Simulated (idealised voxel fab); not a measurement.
process module | voxel air gaps
cross-section cut | 295 nm wide | cells 5 nm
A cross-section is a grid of square cells, given in bands from the top down. A band is one or more rows of cells.
Each band's line starts with the height of the band's top and of its bottom, in nm. Then come its materials from left to right, each with its width in nm. One material with "throughout" fills the band from edge to edge. "air" is empty space.
Height 0 is the level under which the wafer as received is all one material. The lowest band goes on downwards, as in "0 down".
A width such as "30 to 40" changes by the same amount from each row of cells to the next, from the band's top row to its bottom row.
"no change" after a step means that no cell of the cross-section changed.
closed voids: empty space of 8 cells or more with no open way to the top, each as width x height at its distance from the left edge, in nm
after a step's settings: what the simulator itself notes on the step
overlay nm, on a step with a mask: how far to the right of its planned place the mask lay; to the left if negative
plan
1 op RECEIVE | material Si
2 op CONFORMAL_DEP | material SiO2 | thk nm 15
3 op CONFORMAL_DEP | material SiN | thk nm 5
4 op DIRECTIONAL_DEP | material lowk | thk nm 35
5 op MASKED_ETCH | tone open | mask id LINES | width nm 20 | pitch nm 50 | etch materials lowk | depth nm 35 | overlay nm 0
6 op CONFORMAL_DEP | material TiN | thk nm 5
7 op FILL_DEP | material Cu | thk nm 5
8 op CMP | height nm 55
9 op EPI | material Ru | thk nm 10
10 op SELECTIVE_ETCH | etch materials lowk | depth nm 45
11 op CONFORMAL_DEP | material SiN | thk nm 5
as received, after step 1
  0 down: Si throughout
  closed voids: none
first wafer at the end, as planned
  70 to 65: air 70 | SiN 150 | air 75
  65 to 55: air 70 | SiN 5 | Ru 40 | SiN 10 | Ru 40 | SiN 10 | Ru 40 | SiN 5 | air 75
  55 to 50: air 70 | SiN 15 | TiN 5 | Cu 10 | TiN 5 | SiN 30 | TiN 5 | Cu 10 | TiN 5 | SiN 30 | TiN 5 | Cu 10 | TiN 5 | SiN 15 | air 75
  50 to 25: air 80 | SiN 5 | TiN 5 | Cu 10 | TiN 5 | SiN 5 | air 20 | SiN 5 | TiN 5 | Cu 10 | TiN 5 | SiN 5 | air 20 | SiN 5 | TiN 5 | Cu 10 | TiN 5 | SiN 5 | air 85
  25 to 20: SiN 85 | TiN 20 | SiN 30 | TiN 20 | SiN 30 | TiN 20 | SiN 90
  20 to 15: SiN throughout
  15 to 0: SiO2 throughout
  0 down: Si throughout
  closed voids: 20 x 25 at 110; 20 x 25 at 160
second wafer at the end: like start, like plan, one mistake
  70 to 65: SiN throughout
  65 to 55: Ru throughout
  55 to 50: Cu throughout
  50 to 45: TiN 90 | Cu 10 | TiN 40 | Cu 10 | TiN 40 | Cu 10 | TiN 95
  45 to 15: lowk 85 | TiN 5 | Cu 10 | TiN 5 | lowk 30 | TiN 5 | Cu 10 | TiN 5 | lowk 30 | TiN 5 | Cu 10 | TiN 5 | lowk 90
  15 to 10: lowk 85 | TiN 20 | lowk 30 | TiN 20 | lowk 30 | TiN 20 | lowk 90
  10 to 5: SiN throughout
  5 to 0: SiO2 throughout
  0 down: Si throughout
  closed voids: none
what went wrong: step 2 ran as: op CONFORMAL_DEP | material SiO2 | thk nm 5
at the end the second wafer has, in cells: 65 more of Cu | 70 more of Ru | 78 fewer of SiN | 118 fewer of SiO2 | 53 more of TiN | 329 more of lowk
closed voids at the end (first wafer, second wafer): 2, 0
